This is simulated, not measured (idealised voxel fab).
Proc. module: voxel air gaps
cross-section cut | 165 nm wide | cells 5 nm
A cross-section is a grid of square cells, given in bands from the top down. A band is one or more rows of cells. In this notation a band is specified by the heights of its top and bottom, in that order and in nm, after which its materials appear from left to right, each paired with its width in nm. The word "throughout" attached to a single material means that material fills the band from edge to edge; the word "empty" stands for empty space. Height reference: 0 = level under which incoming wafer is all one material. Lowest band: no bottom, runs on downward, e.g. "0 nm and below". Width "30..40": first value at the band's top row of cells, second value at its bottom row, equal change from row to row. The designation "everything unchanged", where it is given for a processing step, indicates that no cell of the cross-section was altered in the course of that step. Closed-off voids of 8+ cells (no open route to the top) go in "Voids, sealed", written width x height at distance from the left edge, in nm. Where a step's line continues beyond its settings, the continuation is a remark by the simulator itself on that step. On any step carrying a mask, the "overlay nm" setting, if present on the step's line, tells how far right of its planned place the mask lay; negative values point to the left.
Steps planned for the process
1,RECEIVE, material Si
2,CONFORMAL_DEP, material SiO2, thk nm 15
3,CONFORMAL_DEP, material SiCN, thk nm 5
4,DIRECTIONAL_DEP, material SiO2, thk nm 30
5,DIRECTIONAL_DEP, material aC, thk nm 10
6,PATTERN, tone open, mask id LINES, material resist, width nm 15, pitch nm 40, thk nm 25, overlay nm 0
7,DIRECTIONAL_ETCH, etch materials aC, depth nm 10
8,STRIP, etch materials resist
9,DIRECTIONAL_ETCH, etch materials SiO2, depth nm 30
10,STRIP, etch materials aC
11,CONFORMAL_DEP, material TiN, thk nm 5
12,FILL_DEP, material W, thk nm 10
13,CMP, height nm 50
14,EPI, material Ru, thk nm 10
15,SELECTIVE_ETCH, etch materials SiO2, depth nm 40
16,CONFORMAL_DEP, material SiCN, thk nm 5
This is the cross-section of the wafer as we received it, i.e. after step 1
  0 nm and below | Si throughout
  Voids, sealed: none
Run as planned - first of the two wafers cross-sectioned at the end of the module
  65 nm to 60 nm | 20 of empty; 125 of SiCN; 20 of empty
  60 nm to 50 nm | 20 of empty; 5 of SiCN; 35 of Ru; 5 of SiCN; 35 of Ru; 5 of SiCN; 35 of Ru; 5 of SiCN; 20 of empty
  50 nm to 45 nm | 20 of empty; 15 of SiCN; 5 of TiN; 5 of W; 5 of TiN; 25 of SiCN; 5 of TiN; 5 of W; 5 of TiN; 25 of SiCN; 5 of TiN; 5 of W; 5 of TiN; 15 of SiCN; 20 of empty
  45 nm to 25 nm | 30 of empty; 5 of SiCN; 5 of TiN; 5 of W; 5 of TiN; 5 of SiCN; 15 of empty; 5 of SiCN; 5 of TiN; 5 of W; 5 of TiN; 5 of SiCN; 15 of empty; 5 of SiCN; 5 of TiN; 5 of W; 5 of TiN; 5 of SiCN; 30 of empty
  25 nm to 20 nm | 35 of SiCN; 15 of TiN; 25 of SiCN; 15 of TiN; 25 of SiCN; 15 of TiN; 35 of SiCN
  20 nm to 15 nm | SiCN throughout
  15 nm to 0 nm | SiO2 throughout
  0 nm and below | Si throughout
  Voids, sealed: 15 x 20 at 55; 15 x 20 at 95
Second wafer through the module, sectioned at the end: same beginning and same plan as the first wafer, with one mistake in carrying it out
  65 nm to 60 nm | 20 of empty; 125 of SiCN; 20 of empty
  60 nm to 50 nm | 20 of empty; 5 of SiCN; 35 of Ru; 5 of SiCN; 35 of Ru; 5 of SiCN; 35 of Ru; 5 of SiCN; 20 of empty
  50 nm to 45 nm | 20 of empty; 15 of SiCN; 5 of TiN; 5 of W; 5 of TiN; 25 of SiCN; 5 of TiN; 5 of W; 5 of TiN; 25 of SiCN; 5 of TiN; 5 of W; 5 of TiN; 15 of SiCN; 20 of empty
  45 nm to 35 nm | 30 of empty; 5 of SiCN; 5 of TiN; 5 of W; 5 of TiN; 5 of SiCN; 15 of empty; 5 of SiCN; 5 of TiN; 5 of W; 5 of TiN; 5 of SiCN; 15 of empty; 5 of SiCN; 5 of TiN; 5 of W; 5 of TiN; 5 of SiCN; 30 of empty
  35 nm to 30 nm | 35 of SiCN; 15 of TiN; 25 of SiCN; 15 of TiN; 25 of SiCN; 15 of TiN; 35 of SiCN
  30 nm to 15 nm | SiCN throughout
  15 nm to 0 nm | SiO2 throughout
  0 nm and below | Si throughout
  Voids, sealed: none
Deviation noted in wafer processing: step 3 did not use the planned setting and instead ran as CONFORMAL_DEP, material SiCN, thk nm 15
End of process, cell counts, second wafer against first, materials with more or fewer: SiCN: 54 more; TiN: 12 fewer; W: 6 fewer
So at the end we're looking at 2 closed voids on the first wafer and 0 on the second.
